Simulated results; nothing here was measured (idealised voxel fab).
process module | voxel transistor to metal
cross-section cut | 215 nm wide | cells 5 nm
A cross-section is a grid of square cells, given in bands from the top down. A band is one or more rows of cells.
Each band's line starts with the height of the band's top and of its bottom, in nm. Then come its materials from left to right, each with its width in nm. One material with "throughout" fills the band from edge to edge. "air" is empty space.
Height 0 is the level under which the wafer as received is all one material. The lowest band goes on downwards, as in "0 down".
A width such as "30 to 40" changes by the same amount from each row of cells to the next, from the band's top row to its bottom row.
"no change" after a step means that no cell of the cross-section changed.
closed voids: empty space of 8 cells or more with no open way to the top, each as width x height at its distance from the left edge, in nm
after a step's settings: what the simulator itself notes on the step
overlay nm, on a step with a mask: how far to the right of its planned place the mask lay; to the left if negative
plan
1 op RECEIVE | material Si
2 op OXIDIZE | depth nm 5
3 op CONFORMAL_DEP | material SiN | thk nm 15
4 op MASKED_ETCH | tone cover | mask id ACTIVE | width nm 95 | etch materials SiN | depth nm 15 | overlay nm 0
5 op MASKED_ETCH | tone cover | mask id ACTIVE | width nm 95 | etch materials SiO2 | depth nm 5 | overlay nm 0
6 op MASKED_ETCH | tone cover | mask id ACTIVE | width nm 95 | etch materials Si | depth nm 35 | overlay nm 0
7 op OXIDIZE | depth nm 5
8 op FILL_DEP | material SiO2 | thk nm 10
9 op CMP | height nm 15
10 op SELECTIVE_ETCH | etch materials SiO2 | depth nm 5
11 op STRIP | etch materials SiN
12 op SELECTIVE_ETCH | etch materials SiO2 | depth nm 5
13 op OXIDIZE | depth nm 5
14 op DIRECTIONAL_DEP | material polySi | thk nm 30
15 op DIRECTIONAL_DEP | material SiCN | thk nm 15
16 op MASKED_ETCH | tone cover | mask id GATE | width nm 15 | etch materials SiCN | depth nm 25 | overlay nm 0
17 op MASKED_ETCH | tone cover | mask id GATE | width nm 15 | etch materials polySi | depth nm 40 | overlay nm 0
18 op CONFORMAL_DEP | material SiO2 | thk nm 5
19 op DIRECTIONAL_ETCH | etch materials SiO2 | depth nm 5
20 op CONFORMAL_DEP | material SiN | thk nm 5
21 op DIRECTIONAL_ETCH | etch materials SiN | depth nm 5
22 op DIRECTIONAL_ETCH | etch materials SiO2 | depth nm 5
23 op DIRECTIONAL_ETCH | etch materials Si | depth nm 15
24 op EPI | material SiGe | thk nm 20
25 op FILL_DEP | material SiO2 | thk nm 10
26 op CMP | height nm 40
27 op DIRECTIONAL_DEP | material SiO2 | thk nm 15
28 op MASKED_ETCH | tone open | mask id CONTACT | width nm 25 | pitch nm 50 | etch materials SiO2 | depth nm 45 | overlay nm 0
29 op CONFORMAL_DEP | material TiN | thk nm 5
30 op FILL_DEP | material Ru | thk nm 10
31 op CMP | height nm 55
32 op CONFORMAL_DEP | material SiN | thk nm 5
33 op DIRECTIONAL_DEP | material lowk | thk nm 15
34 op PATTERN | tone open | mask id METAL_1 | material resist | width nm 15 | pitch nm 60 | thk nm 20 | overlay nm 0
35 op DIRECTIONAL_ETCH | etch materials lowk | depth nm 15
36 op DIRECTIONAL_ETCH | etch materials SiN | depth nm 5
37 op STRIP | etch materials resist
38 op CONFORMAL_DEP | material TiN | thk nm 5
39 op FILL_DEP | material W | thk nm 5
40 op CMP | height nm 75
41 op EPI | material Ru | thk nm 5
42 op FILL_DEP | material SiCN | thk nm 5
varied across the wafers: thk nm of step 20. The plan shows the first wafer's value. All wafers start alike
first wafer as received, after step 1
  0 down: Si throughout
  closed voids: none
first wafer at the end, after step 42
  85 to 80: SiCN throughout
  80 to 75: SiCN 65 | Ru 25 | SiCN 35 | Ru 25 | SiCN 65
  75 to 60: lowk 70 | TiN 5 | W 5 | TiN 5 | lowk 45 | TiN 5 | W 5 | TiN 5 | lowk 70
  60 to 55: SiN 70 | TiN 15 | SiN 45 | TiN 15 | SiN 70
  55 to 45: SiO2 70 | TiN 5 | Ru 15 | TiN 5 | SiO2 25 | TiN 5 | Ru 15 | TiN 5 | SiO2 70
  45 to 40: SiO2 70 | TiN 5 | Ru 10 | TiN 10 | SiO2 25 | TiN 10 | Ru 10 | TiN 5 | SiO2 70
  40 to 25: SiO2 70 | TiN 5 | Ru 10 | TiN 5 | SiN 5 | SiO2 5 | SiCN 15 | SiO2 5 | SiN 5 | TiN 5 | Ru 10 | TiN 5 | SiO2 70
  25 to 15: SiO2 70 | TiN 5 | Ru 10 | TiN 5 | SiN 5 | SiO2 5 | polySi 15 | SiO2 5 | SiN 5 | TiN 5 | Ru 10 | TiN 5 | SiO2 70
  15 to 10: SiO2 70 | TiN 20 | SiN 5 | SiO2 5 | polySi 15 | SiO2 5 | SiN 5 | TiN 20 | SiO2 70
  10 to 5: SiO2 70 | SiGe 20 | SiN 5 | SiO2 5 | polySi 15 | SiO2 5 | SiN 5 | SiGe 20 | SiO2 70
  5 to -5: SiO2 60 | SiN 5 | SiO2 5 | SiGe 20 | SiN 5 | SiO2 5 | polySi 15 | SiO2 5 | SiN 5 | SiGe 20 | SiO2 5 | SiN 5 | SiO2 60
  -5 to -10: SiO2 65 | SiGe 25 | SiO2 35 | SiGe 25 | SiO2 65
  -10 to -25: SiO2 65 | SiGe 25 | Si 35 | SiGe 25 | SiO2 65
  -25 to -45: SiO2 65 | Si 85 | SiO2 65
  -45 down: Si throughout
  closed voids: none
last wafer at the end
  85 to 80: SiCN throughout
  80 to 75: SiCN 65 | Ru 25 | SiCN 35 | Ru 25 | SiCN 65
  75 to 60: lowk 70 | TiN 5 | W 5 | TiN 5 | lowk 45 | TiN 5 | W 5 | TiN 5 | lowk 70
  60 to 55: SiN 70 | TiN 15 | SiN 45 | TiN 15 | SiN 70
  55 to 45: SiO2 70 | TiN 5 | Ru 15 | TiN 5 | SiO2 25 | TiN 5 | Ru 15 | TiN 5 | SiO2 70
  45 to 40: SiO2 70 | TiN 25 | SiO2 25 | TiN 25 | SiO2 70
  40 to 25: SiO2 70 | TiN 5 | SiN 20 | SiO2 5 | SiCN 15 | SiO2 5 | SiN 20 | TiN 5 | SiO2 70
  25 to 20: SiO2 70 | TiN 5 | SiN 20 | SiO2 5 | polySi 15 | SiO2 5 | SiN 20 | TiN 5 | SiO2 70
  20 to 5: SiN 95 | SiO2 5 | polySi 15 | SiO2 5 | SiN 95
  5 to -5: SiO2 60 | SiN 35 | SiO2 5 | polySi 15 | SiO2 5 | SiN 35 | SiO2 60
  -5 to -10: SiO2 throughout
  -10 to -45: SiO2 65 | Si 85 | SiO2 65
  -45 down: Si throughout
  closed voids: none
each wafer at the end: cells of each material gained (+) or lost (-) since it was received, then its closed voids
thk nm 5 | +46 Ru | -298 Si | +85 SiCN | +64 SiGe | +59 SiN | +580 SiO2 | +60 TiN | +6 W | +111 lowk | +18 polySi | closed voids: none
thk nm 10 | +34 Ru | -268 Si | +85 SiCN | +115 SiN | +570 SiO2 | +60 TiN | +6 W | +111 lowk | +18 polySi | closed voids: none
thk nm 15 | +22 Ru | -268 Si | +85 SiCN | +167 SiN | +532 SiO2 | +58 TiN | +6 W | +111 lowk | +18 polySi | closed voids: none
thk nm 20 | +22 Ru | -268 Si | +85 SiCN | +211 SiN | +502 SiO2 | +44 TiN | +6 W | +111 lowk | +18 polySi | closed voids: none
